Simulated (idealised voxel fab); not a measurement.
Title: Process Module voxel capacitor over wiring
In the cross-section labelled cut, the width is 160 nm and each square cell is 5 nm.
Just so we're on the same page, the cross-sections are grids of square cells, and they're listed out in bands top to bottom, each band one or more rows deep. Top, bottom (nm), then materials left to right with widths (nm); lone material tagged "everywhere" fills the whole band edge to edge; "empty" = empty space. Height datum 0, below which the as-received substrate wafer is one material. Lowest band open at the bottom, running downward: "top 0, no bottom". Per-row width for "30->40": begins at first number (top row of band), ends at second number (bottom row), increment between rows held constant. Given "stayed the same" for a step, no cell of the cross-section differs between before and after that step. Reported under the label "Enclosed empty spaces" are the empty spaces having no open way to the top and comprising 8 cells or more; the notation for each is width x height at distance, in which the distance is measured from the left edge and all three values are in nm. On each step's line, the part that comes after the settings is the simulator's own comment on the step. Steps that use a mask can have "overlay nm" on their line. It says how far the mask sat to the right of where it was meant to be. Negative means to the left. What follows is a series of pairs. Each pair shows a cross-section before one process step and the cross-section after it, and the after view is drawn only down to the lowest band that changed. Beneath each pair is the step that lies between the two, with its settings. Pairs may come from different runs of this module on the same starting wafer, so a pair continues from the one above it only where its entry headed "State before" says so.

**State before**
    top 90, bottom 75  empty=25, resist=80, empty=55
    top 75, bottom 70  empty=25, resist=20, TiN=55, resist=5, empty=55
    top 70, bottom 65  empty=25, resist=20, SiN=55, resist=5, empty=55
    top 65, bottom 60  TiN everywhere
    top 60, bottom 55  TiN=30, SiN=15, TiN=115
    top 55, bottom 45  lowk=30, TiN=15, lowk=115
    top 45, bottom 40  lowk everywhere
    top 40, bottom 35  SiCN everywhere
    top 35, bottom 30  SiCN=20, Ru=30, SiCN=55, Ru=30, SiCN=25
    top 30, bottom 15  lowk=25, TiN=5, Cu=10, TiN=5, lowk=65, TiN=5, Cu=10, TiN=5, lowk=30
    top 15, bottom 10  SiCN=25, TiN=20, SiCN=65, TiN=20, SiCN=30
    top 10, bottom 0  SiO2 everywhere
    top 0, no bottom  Si everywhere
    Enclosed empty spaces: none

**State After Step**
    top 90, bottom 75  empty=25, resist=80, empty=55
    top 75, bottom 70  empty=25, resist=20, TiN=55, resist=5, empty=55
    top 70, bottom 65  empty=25, resist=20, SiN=55, resist=5, empty=55
    top 65, bottom 60  empty=25, TiN=80, empty=55
    top 60, bottom 55  empty=25, TiN=5, SiN=15, TiN=60, empty=55
    Everything below 55 is unchanged.
    Enclosed empty spaces: none
Process step bridging the above cross-sections: DIRECTIONAL_ETCH (etch materials TiN; depth nm 10)

State before: The pre-step condition corresponds to the post-step cross-section depicted in the pair directly above.

**State After Step**
    top 75, bottom 70  empty=45, TiN=55, empty=60
    top 70, bottom 65  empty=45, SiN=55, empty=60
    Everything below 65 is unchanged.
    Enclosed empty spaces: none
Process step bridging the above cross-sections: STRIP (etch materials resist)

State before: The pre-step condition corresponds to the post-step cross-section depicted in the pair directly above.

**State After Step**
    top 90, bottom 75  SiO2 everywhere
    top 75, bottom 70  SiO2=45, TiN=55, SiO2=60
    top 70, bottom 65  SiO2=45, SiN=55, SiO2=60
    top 65, bottom 60  SiO2=25, TiN=80, SiO2=55
    top 60, bottom 55  SiO2=25, TiN=5, SiN=15, TiN=60, SiO2=55
    Everything below 55 is unchanged.
    Enclosed empty spaces: none
Process step bridging the above cross-sections: FILL_DEP (material SiO2; thk nm 15)

State before: The pre-step condition corresponds to the post-step cross-section depicted in the pair directly above.

**State After Step**
    top 80, bottom 75  SiO2 everywhere
    Everything below 75 is unchanged.
    Enclosed empty spaces: none
Process step bridging the above cross-sections: CMP (height nm 80)

State before: The pre-step condition corresponds to the post-step cross-section depicted in the pair directly above.

**State After Step**
    top 80, bottom 75  SiO2=40, empty=15, SiO2=105
    top 75, bottom 70  SiO2=40, empty=5, TiN=55, SiO2=60
    Everything below 70 is unchanged.
    Enclosed empty spaces: none
Process step bridging the above cross-sections: MASKED_ETCH (tone open; mask id PLUG_2; width nm 15; etch materials SiO2; depth nm 10; overlay nm 0)

State before: The pre-step condition corresponds to the post-step cross-section depicted in the pair directly above.

**State After Step**
    top 85, bottom 80  TiN=45, empty=5, TiN=110
    top 80, bottom 70  SiO2=40, TiN=15->60, SiO2=105->60
    Everything below 70 is unchanged.
    Enclosed empty spaces: none
Process step bridging the above cross-sections: CONFORMAL_DEP (material TiN; thk nm 5)

State before: The pre-step condition corresponds to the post-step cross-section depicted in the pair directly above.

**State After Step**
    top 95, bottom 85  W everywhere
    top 85, bottom 80  TiN=45, W=5, TiN=110
    Everything below 80 is unchanged.
    Enclosed empty spaces: none
Process step bridging the above cross-sections: FILL_DEP (material W; thk nm 10)

State before: The pre-step condition corresponds to the post-step cross-section depicted in the pair directly above.

**State After Step**
    top 80, bottom 70  SiO2=40, TiN=15->60, SiO2=105->60
    Everything below 70 is unchanged.
    Enclosed empty spaces: none
Process step bridging the above cross-sections: CMP (height nm 80)

State before: The pre-step condition corresponds to the post-step cross-section depicted in the pair directly above.

**State After Step**
    top 85, bottom 80  SiN everywhere
    Everything below 80 is unchanged.
    Enclosed empty spaces: none
Process step bridging the above cross-sections: CONFORMAL_DEP (material SiN; thk nm 5)

**State before**
    top 50, bottom 40  lowk everywhere
    top 40, bottom 35  SiCN everywhere
    top 35, bottom 30  SiCN=20, Ru=30, SiCN=55, Ru=30, SiCN=25
    top 30, bottom 15  lowk=25, TiN=5, Cu=10, TiN=5, lowk=65, TiN=5, Cu=10, TiN=5, lowk=30
    top 15, bottom 10  SiCN=25, TiN=20, SiCN=65, TiN=20, SiCN=30
    top 10, bottom 0  SiO2 everywhere
    top 0, no bottom  Si everywhere
    Enclosed empty spaces: none

**State After Step**
    top 65, bottom 50  resist=25, empty=25, resist=110
    Everything below 50 is unchanged.
    Enclosed empty spaces: none
Process step bridging the above cross-sections: PATTERN (tone open; mask id PLUG_1; material resist; width nm 25; thk nm 15; overlay nm 0)

State before: The pre-step condition corresponds to the post-step cross-section depicted in the pair directly above.

**State After Step**
    top 65, bottom 50  resist=25, empty=25, resist=110
    top 50, bottom 40  lowk=25, empty=25, lowk=110
    Everything below 40 is unchanged.
    Enclosed empty spaces: none
Process step bridging the above cross-sections: DIRECTIONAL_ETCH (etch materials lowk; depth nm 10)

State before: The pre-step condition corresponds to the post-step cross-section depicted in the pair directly above.

**State After Step**
    top 65, bottom 50  resist=25, empty=25, resist=110
    top 50, bottom 40  lowk=25, empty=25, lowk=110
    top 40, bottom 35  SiCN=25, empty=25, SiCN=110
    Everything below 35 is unchanged.
    Enclosed empty spaces: none
Process step bridging the above cross-sections: DIRECTIONAL_ETCH (etch materials SiCN; depth nm 5)

State before: The pre-step condition corresponds to the post-step cross-section depicted in the pair directly above.

**State After Step**
    top 50, bottom 40  lowk=25, empty=25, lowk=110
    Everything below 40 is unchanged.
    Enclosed empty spaces: none
Process step bridging the above cross-sections: STRIP (etch materials resist)

State before: The pre-step condition corresponds to the post-step cross-section depicted in the pair directly above.

**State After Step**
    top 50, bottom 45  lowk=25, empty=25, lowk=110
    top 45, bottom 40  lowk=25, Ru=25, lowk=110
    top 40, bottom 35  SiCN=25, Ru=25, SiCN=110
    Everything below 35 is unchanged.
    Enclosed empty spaces: none
Process step bridging the above cross-sections: EPI (material Ru; thk nm 10)

State before: The pre-step condition corresponds to the post-step cross-section depicted in the pair directly above.

**State After Step**
    top 50, bottom 40  lowk=25, Ru=25, lowk=110
    Everything below 40 is unchanged.
    Enclosed empty spaces: none
Process step bridging the above cross-sections: EPI (material Ru; thk nm 5)

State before: The pre-step condition corresponds to the post-step cross-section depicted in the pair directly above.

**State After Step**
    top 60, bottom 50  TiN everywhere
    Everything below 50 is unchanged.
    Enclosed empty spaces: none
Process step bridging the above cross-sections: DIRECTIONAL_DEP (material TiN; thk nm 10)

State before: The pre-step condition corresponds to the post-step cross-section depicted in the pair directly above.

**State After Step**
    top 65, bottom 60  SiN everywhere
    Everything below 60 is unchanged.
    Enclosed empty spaces: none
Process step bridging the above cross-sections: DIRECTIONAL_DEP (material SiN; thk nm 5)

State before: The pre-step condition corresponds to the post-step cross-section depicted in the pair directly above.

**State After Step**
    top 70, bottom 65  TiN everywhere
    Everything below 65 is unchanged.
    Enclosed empty spaces: none
Process step bridging the above cross-sections: DIRECTIONAL_DEP (material TiN; thk nm 5)

State before: The pre-step condition corresponds to the post-step cross-section depicted in the pair directly above.

**State After Step**
    top 70, bottom 65  empty=30, TiN=70, empty=60
    Everything below 65 is unchanged.
    Enclosed empty spaces: none
Process step bridging the above cross-sections: MASKED_ETCH (tone cover; mask id UPPER_PLATE; width nm 70; etch materials TiN; depth nm 5; overlay nm 0)

State before: The pre-step condition corresponds to the post-step cross-section depicted in the pair directly above.

**State After Step**
    top 70, bottom 65  empty=30, TiN=70, empty=60
    top 65, bottom 60  empty=30, SiN=70, empty=60
    Everything below 60 is unchanged.
    Enclosed empty spaces: none
Process step bridging the above cross-sections: MASKED_ETCH (tone cover; mask id UPPER_PLATE; width nm 70; etch materials SiN; depth nm 5; overlay nm 0)

State before: The pre-step condition corresponds to the post-step cross-section depicted in the pair directly above.

**State After Step**
    top 85, bottom 70  empty=25, resist=80, empty=55
    top 70, bottom 65  empty=25, resist=5, TiN=70, resist=5, empty=55
    top 65, bottom 60  empty=25, resist=5, SiN=70, resist=5, empty=55
    Everything below 60 is unchanged.
    Enclosed empty spaces: none
Process step bridging the above cross-sections: PATTERN (tone cover; mask id LOWER_PLATE; material resist; width nm 80; thk nm 15; overlay nm 0)

State before: The pre-step condition corresponds to the post-step cross-section depicted in the pair directly above.

**State After Step**
    top 85, bottom 70  empty=25, resist=80, empty=55
    top 70, bottom 65  empty=25, resist=5, TiN=70, resist=5, empty=55
    top 65, bottom 60  empty=25, resist=5, SiN=70, resist=5, empty=55
    top 60, bottom 50  empty=25, TiN=80, empty=55
    Everything below 50 is unchanged.
    Enclosed empty spaces: none
Process step bridging the above cross-sections: DIRECTIONAL_ETCH (etch materials TiN; depth nm 10)

State before: The pre-step condition corresponds to the post-step cross-section depicted in the pair directly above.

**State After Step**
    top 70, bottom 65  empty=30, TiN=70, empty=60
    top 65, bottom 60  empty=30, SiN=70, empty=60
    Everything below 60 is unchanged.
    Enclosed empty spaces: none
Process step bridging the above cross-sections: STRIP (etch materials resist)

State before: The pre-step condition corresponds to the post-step cross-section depicted in the pair directly above.

**State After Step**
    top 85, bottom 70  SiO2 everywhere
    top 70, bottom 65  SiO2=30, TiN=70, SiO2=60
    top 65, bottom 60  SiO2=30, SiN=70, SiO2=60
    top 60, bottom 50  SiO2=25, TiN=80, SiO2=55
    Everything below 50 is unchanged.
    Enclosed empty spaces: none
Process step bridging the above cross-sections: FILL_DEP (material SiO2; thk nm 15)

State before: The pre-step condition corresponds to the post-step cross-section depicted in the pair directly above.

**State After Step**
    top 80, bottom 70  SiO2 everywhere
    Everything below 70 is unchanged.
    Enclosed empty spaces: none
Process step bridging the above cross-sections: CMP (height nm 80)

State before: The pre-step condition corresponds to the post-step cross-section depicted in the pair directly above.

**State After Step**
    top 80, bottom 70  SiO2=40, empty=15, SiO2=105
    Everything below 70 is unchanged.
    Enclosed empty spaces: none
Process step bridging the above cross-sections: MASKED_ETCH (tone open; mask id PLUG_2; width nm 15; etch materials SiO2; depth nm 10; overlay nm 0)

State before: The pre-step condition corresponds to the post-step cross-section depicted in the pair directly above.

**State After Step**
    top 85, bottom 80  TiN=45, empty=5, TiN=110
    top 80, bottom 75  SiO2=40, TiN=5, empty=5, TiN=5, SiO2=105
    top 75, bottom 65  SiO2=40->30, TiN=15->70, SiO2=105->60
    Everything below 65 is unchanged.
    Enclosed empty spaces: none
Process step bridging the above cross-sections: CONFORMAL_DEP (material TiN; thk nm 5)

State before: The pre-step condition corresponds to the post-step cross-section depicted in the pair directly above.

**State After Step**
    top 95, bottom 85  W everywhere
    top 85, bottom 80  TiN=45, W=5, TiN=110
    top 80, bottom 75  SiO2=40, TiN=5, W=5, TiN=5, SiO2=105
    Everything below 75 is unchanged.
    Enclosed empty spaces: none
Process step bridging the above cross-sections: FILL_DEP (material W; thk nm 10)

State before: The pre-step condition corresponds to the post-step cross-section depicted in the pair directly above.

**State After Step**
    top 80, bottom 75  SiO2=40, TiN=5, W=5, TiN=5, SiO2=105
    Everything below 75 is unchanged.
    Enclosed empty spaces: none
Process step bridging the above cross-sections: CMP (height nm 80)

State before: The pre-step condition corresponds to the post-step cross-section depicted in the pair directly above.

**State After Step**
    top 85, bottom 80  SiN everywhere
    Everything below 80 is unchanged.
    Enclosed empty spaces: none
Process step bridging the above cross-sections: CONFORMAL_DEP (material SiN; thk nm 5)

**State before**
    top 70, bottom 65  empty=30, TiN=70, empty=60
    top 65, bottom 60  empty=30, SiN=70, empty=60
    top 60, bottom 50  TiN everywhere
    top 50, bottom 40  lowk=30, Ru=15, lowk=115
    top 40, bottom 35  SiCN=30, Ru=15, SiCN=115
    top 35, bottom 30  SiCN=20, Ru=30, SiCN=55, Ru=30, SiCN=25
    top 30, bottom 15  lowk=25, TiN=5, Cu=10, TiN=5, lowk=65, TiN=5, Cu=10, TiN=5, lowk=30
    top 15, bottom 10  SiCN=25, TiN=20, SiCN=65, TiN=20, SiCN=30
    top 10, bottom 0  SiO2 everywhere
    top 0, no bottom  Si everywhere
    Enclosed empty spaces: none

**State After Step**
    top 85, bottom 70  empty=30, resist=80, empty=50
    top 70, bottom 65  empty=30, TiN=70, resist=10, empty=50
    top 65, bottom 60  empty=30, SiN=70, resist=10, empty=50
    Everything below 60 is unchanged.
    Enclosed empty spaces: none
Process step bridging the above cross-sections: PATTERN (tone cover; mask id LOWER_PLATE; material resist; width nm 80; thk nm 15; overlay nm 5)

State before: The pre-step condition corresponds to the post-step cross-section depicted in the pair directly above.

**State After Step**
    top 85, bottom 70  empty=30, resist=80, empty=50
    top 70, bottom 65  empty=30, TiN=70, resist=10, empty=50
    top 65, bottom 60  empty=30, SiN=70, resist=10, empty=50
    top 60, bottom 50  empty=30, TiN=80, empty=50
    Everything below 50 is unchanged.
    Enclosed empty spaces: none
Process step bridging the above cross-sections: DIRECTIONAL_ETCH (etch materials TiN; depth nm 10)

State before: The pre-step condition corresponds to the post-step cross-section depicted in the pair directly above.

**State After Step**
    top 70, bottom 65  empty=30, TiN=70, empty=60
    top 65, bottom 60  empty=30, SiN=70, empty=60
    Everything below 60 is unchanged.
    Enclosed empty spaces: none
Process step bridging the above cross-sections: STRIP (etch materials resist)

State before: The pre-step condition corresponds to the post-step cross-section depicted in the pair directly above.

**State After Step**
    top 85, bottom 70  SiO2 everywhere
    top 70, bottom 65  SiO2=30, TiN=70, SiO2=60
    top 65, bottom 60  SiO2=30, SiN=70, SiO2=60
    top 60, bottom 50  SiO2=30, TiN=80, SiO2=50
    Everything below 50 is unchanged.
    Enclosed empty spaces: none
Process step bridging the above cross-sections: FILL_DEP (material SiO2; thk nm 15)

State before: The pre-step condition corresponds to the post-step cross-section depicted in the pair directly above.

**State After Step**
    top 80, bottom 70  SiO2 everywhere
    Everything below 70 is unchanged.
    Enclosed empty spaces: none
Process step bridging the above cross-sections: CMP (height nm 80)

State before: The pre-step condition corresponds to the post-step cross-section depicted in the pair directly above.

**State After Step**
    top 80, bottom 70  SiO2=40, empty=15, SiO2=105
    Everything below 70 is unchanged.
    Enclosed empty spaces: none
Process step bridging the above cross-sections: MASKED_ETCH (tone open; mask id PLUG_2; width nm 15; etch materials SiO2; depth nm 10; overlay nm 0)

State before: The pre-step condition corresponds to the post-step cross-section depicted in the pair directly above.

**State After Step**
    top 85, bottom 80  TiN=45, empty=5, TiN=110
    top 80, bottom 75  SiO2=40, TiN=5, empty=5, TiN=5, SiO2=105
    top 75, bottom 65  SiO2=40->30, TiN=15->70, SiO2=105->60
    Everything below 65 is unchanged.
    Enclosed empty spaces: none
Process step bridging the above cross-sections: CONFORMAL_DEP (material TiN; thk nm 5)

State before: The pre-step condition corresponds to the post-step cross-section depicted in the pair directly above.

**State After Step**
    top 95, bottom 85  W everywhere
    top 85, bottom 80  TiN=45, W=5, TiN=110
    top 80, bottom 75  SiO2=40, TiN=5, W=5, TiN=5, SiO2=105
    Everything below 75 is unchanged.
    Enclosed empty spaces: none
Process step bridging the above cross-sections: FILL_DEP (material W; thk nm 10)

State before: The pre-step condition corresponds to the post-step cross-section depicted in the pair directly above.

**State After Step**
    top 80, bottom 75  SiO2=40, TiN=5, W=5, TiN=5, SiO2=105
    Everything below 75 is unchanged.
    Enclosed empty spaces: none
Process step bridging the above cross-sections: CMP (height nm 80)

State before: The pre-step condition corresponds to the post-step cross-section depicted in the pair directly above.

**State After Step**
    top 85, bottom 80  SiN everywhere
    Everything below 80 is unchanged.
    Enclosed empty spaces: none
Process step bridging the above cross-sections: CONFORMAL_DEP (material SiN; thk nm 5)

**State before**
    top 60, bottom 50  TiN everywhere
    top 50, bottom 40  lowk=30, Ru=15, lowk=115
    top 40, bottom 35  SiCN=30, Ru=15, SiCN=115
    top 35, bottom 30  SiCN=20, Ru=30, SiCN=55, Ru=30, SiCN=25
    top 30, bottom 15  lowk=25, TiN=5, Cu=10, TiN=5, lowk=65, TiN=5, Cu=10, TiN=5, lowk=30
    top 15, bottom 10  SiCN=25, TiN=20, SiCN=65, TiN=20, SiCN=30
    top 10, bottom 0  SiO2 everywhere
    top 0, no bottom  Si everywhere
    Enclosed empty spaces: none

**State After Step**
    top 65, bottom 60  Cu everywhere
    Everything below 60 is unchanged.
    Enclosed empty spaces: none
Process step bridging the above cross-sections: DIRECTIONAL_DEP (material Cu; thk nm 5)

State before: The pre-step condition corresponds to the post-step cross-section depicted in the pair directly above.

**State After Step**
    top 70, bottom 65  TiN everywhere
    Everything below 65 is unchanged.
    Enclosed empty spaces: none
Process step bridging the above cross-sections: DIRECTIONAL_DEP (material TiN; thk nm 5)

State before: The pre-step condition corresponds to the post-step cross-section depicted in the pair directly above.

**State After Step**
    top 70, bottom 65  empty=30, TiN=70, empty=60
    Everything below 65 is unchanged.
    Enclosed empty spaces: none
Process step bridging the above cross-sections: MASKED_ETCH (tone cover; mask id UPPER_PLATE; width nm 70; etch materials TiN; depth nm 5; overlay nm 0)

State before: The pre-step condition corresponds to the post-step cross-section depicted in the pair directly above.

**State After Step**
    top 85, bottom 70  empty=25, resist=80, empty=55
    top 70, bottom 65  empty=25, resist=5, TiN=70, resist=5, empty=55
    Everything below 65 is unchanged.
    Enclosed empty spaces: none
Process step bridging the above cross-sections: PATTERN (tone cover; mask id LOWER_PLATE; material resist; width nm 80; thk nm 15; overlay nm 0)

State before: The pre-step condition corresponds to the post-step cross-section depicted in the pair directly above.

**State After Step**
    top 70, bottom 65  empty=30, TiN=70, empty=60
    Everything below 65 is unchanged.
    Enclosed empty spaces: none
Process step bridging the above cross-sections: STRIP (etch materials resist)

State before: The pre-step condition corresponds to the post-step cross-section depicted in the pair directly above.

**State After Step**
    top 85, bottom 70  SiO2 everywhere
    top 70, bottom 65  SiO2=30, TiN=70, SiO2=60
    Everything below 65 is unchanged.
    Enclosed empty spaces: none
Process step bridging the above cross-sections: FILL_DEP (material SiO2; thk nm 15)

State before: The pre-step condition corresponds to the post-step cross-section depicted in the pair directly above.

**State After Step**
    top 80, bottom 70  SiO2 everywhere
    Everything below 70 is unchanged.
    Enclosed empty spaces: none
Process step bridging the above cross-sections: CMP (height nm 80)

State before: The pre-step condition corresponds to the post-step cross-section depicted in the pair directly above.

**State After Step**
    top 80, bottom 70  SiO2=40, empty=15, SiO2=105
    Everything below 70 is unchanged.
    Enclosed empty spaces: none
Process step bridging the above cross-sections: MASKED_ETCH (tone open; mask id PLUG_2; width nm 15; etch materials SiO2; depth nm 10; overlay nm 0)

State before: The pre-step condition corresponds to the post-step cross-section depicted in the pair directly above.

**State After Step**
    top 85, bottom 80  TiN=45, empty=5, TiN=110
    top 80, bottom 75  SiO2=40, TiN=5, empty=5, TiN=5, SiO2=105
    top 75, bottom 65  SiO2=40->30, TiN=15->70, SiO2=105->60
    Everything below 65 is unchanged.
    Enclosed empty spaces: none
Process step bridging the above cross-sections: CONFORMAL_DEP (material TiN; thk nm 5)

State before: The pre-step condition corresponds to the post-step cross-section depicted in the pair directly above.

**State After Step**
    top 95, bottom 85  W everywhere
    top 85, bottom 80  TiN=45, W=5, TiN=110
    top 80, bottom 75  SiO2=40, TiN=5, W=5, TiN=5, SiO2=105
    Everything below 75 is unchanged.
    Enclosed empty spaces: none
Process step bridging the above cross-sections: FILL_DEP (material W; thk nm 10)

State before: The pre-step condition corresponds to the post-step cross-section depicted in the pair directly above.

**State After Step**
    top 80, bottom 75  SiO2=40, TiN=5, W=5, TiN=5, SiO2=105
    Everything below 75 is unchanged.
    Enclosed empty spaces: none
Process step bridging the above cross-sections: CMP (height nm 80)

State before: The pre-step condition corresponds to the post-step cross-section depicted in the pair directly above.

**State After Step**
    top 85, bottom 80  SiN everywhere
    Everything below 80 is unchanged.
    Enclosed empty spaces: none
Process step bridging the above cross-sections: CONFORMAL_DEP (material SiN; thk nm 5)

**State before**
    top 70, bottom 65  empty=30, TiN=70, empty=60
    top 65, bottom 60  empty=30, SiN=70, empty=60
    top 60, bottom 50  TiN everywhere
    top 50, bottom 40  lowk=30, Ru=15, lowk=115
    top 40, bottom 35  SiCN=30, Ru=15, SiCN=115
    top 35, bottom 30  SiCN=20, Ru=30, SiCN=55, Ru=30, SiCN=25
    top 30, bottom 15  lowk=25, TiN=5, Cu=10, TiN=5, lowk=65, TiN=5, Cu=10, TiN=5, lowk=30
    top 15, bottom 10  SiCN=25, TiN=20, SiCN=65, TiN=20, SiCN=30
    top 10, bottom 0  SiO2 everywhere
    top 0, no bottom  Si everywhere
    Enclosed empty spaces: none

**State After Step**
    top 85, bottom 70  resist=25, empty=80, resist=55
    top 70, bottom 65  resist=25, empty=5, TiN=70, empty=5, resist=55
    top 65, bottom 60  resist=25, empty=5, SiN=70, empty=5, resist=55
    Everything below 60 is unchanged.
    Enclosed empty spaces: none
Process step bridging the above cross-sections: PATTERN (tone open; mask id LOWER_PLATE; material resist; width nm 80; thk nm 15; overlay nm 0)

State before: The pre-step condition corresponds to the post-step cross-section depicted in the pair directly above.

**State After Step**
    top 85, bottom 65  resist=25, empty=80, resist=55
    top 65, bottom 60  resist=25, empty=5, SiN=70, empty=5, resist=55
    top 60, bottom 50  TiN=25, empty=5, TiN=70, empty=5, TiN=55
    Everything below 50 is unchanged.
    Enclosed empty spaces: none
Process step bridging the above cross-sections: DIRECTIONAL_ETCH (etch materials TiN; depth nm 10)

State before: The pre-step condition corresponds to the post-step cross-section depicted in the pair directly above.

**State After Step**
    top 65, bottom 60  empty=30, SiN=70, empty=60
    Everything below 60 is unchanged.
    Enclosed empty spaces: none
Process step bridging the above cross-sections: STRIP (etch materials resist)

State before: The pre-step condition corresponds to the post-step cross-section depicted in the pair directly above.

**State After Step**
    top 80, bottom 65  SiO2 everywhere
    top 65, bottom 60  SiO2=30, SiN=70, SiO2=60
    top 60, bottom 50  TiN=25, SiO2=5, TiN=70, SiO2=5, TiN=55
    Everything below 50 is unchanged.
    Enclosed empty spaces: none
Process step bridging the above cross-sections: FILL_DEP (material SiO2; thk nm 15)

State before: The pre-step condition corresponds to the post-step cross-section depicted in the pair directly above.

**State After Step**
    top 80, bottom 70  SiO2=40, empty=15, SiO2=105
    Everything below 70 is unchanged.
    Enclosed empty spaces: none
Process step bridging the above cross-sections: MASKED_ETCH (tone open; mask id PLUG_2; width nm 15; etch materials SiO2; depth nm 10; overlay nm 0)

State before: The pre-step condition corresponds to the post-step cross-section depicted in the pair directly above.

**State After Step**
    top 85, bottom 80  TiN=45, empty=5, TiN=110
    top 80, bottom 75  SiO2=40, TiN=5, empty=5, TiN=5, SiO2=105
    top 75, bottom 70  SiO2=40, TiN=15, SiO2=105
    Everything below 70 is unchanged.
    Enclosed empty spaces: none
Process step bridging the above cross-sections: CONFORMAL_DEP (material TiN; thk nm 5)

State before: The pre-step condition corresponds to the post-step cross-section depicted in the pair directly above.

**State After Step**
    top 95, bottom 85  W everywhere
    top 85, bottom 80  TiN=45, W=5, TiN=110
    top 80, bottom 75  SiO2=40, TiN=5, W=5, TiN=5, SiO2=105
    Everything below 75 is unchanged.
    Enclosed empty spaces: none
Process step bridging the above cross-sections: FILL_DEP (material W; thk nm 10)

State before: The pre-step condition corresponds to the post-step cross-section depicted in the pair directly above.

**State After Step**
    top 80, bottom 75  SiO2=40, TiN=5, W=5, TiN=5, SiO2=105
    Everything below 75 is unchanged.
    Enclosed empty spaces: none
Process step bridging the above cross-sections: CMP (height nm 80)

State before: The pre-step condition corresponds to the post-step cross-section depicted in the pair directly above.

**State After Step**
    top 85, bottom 80  SiN everywhere
    Everything below 80 is unchanged.
    Enclosed empty spaces: none
Process step bridging the above cross-sections: CONFORMAL_DEP (material SiN; thk nm 5)
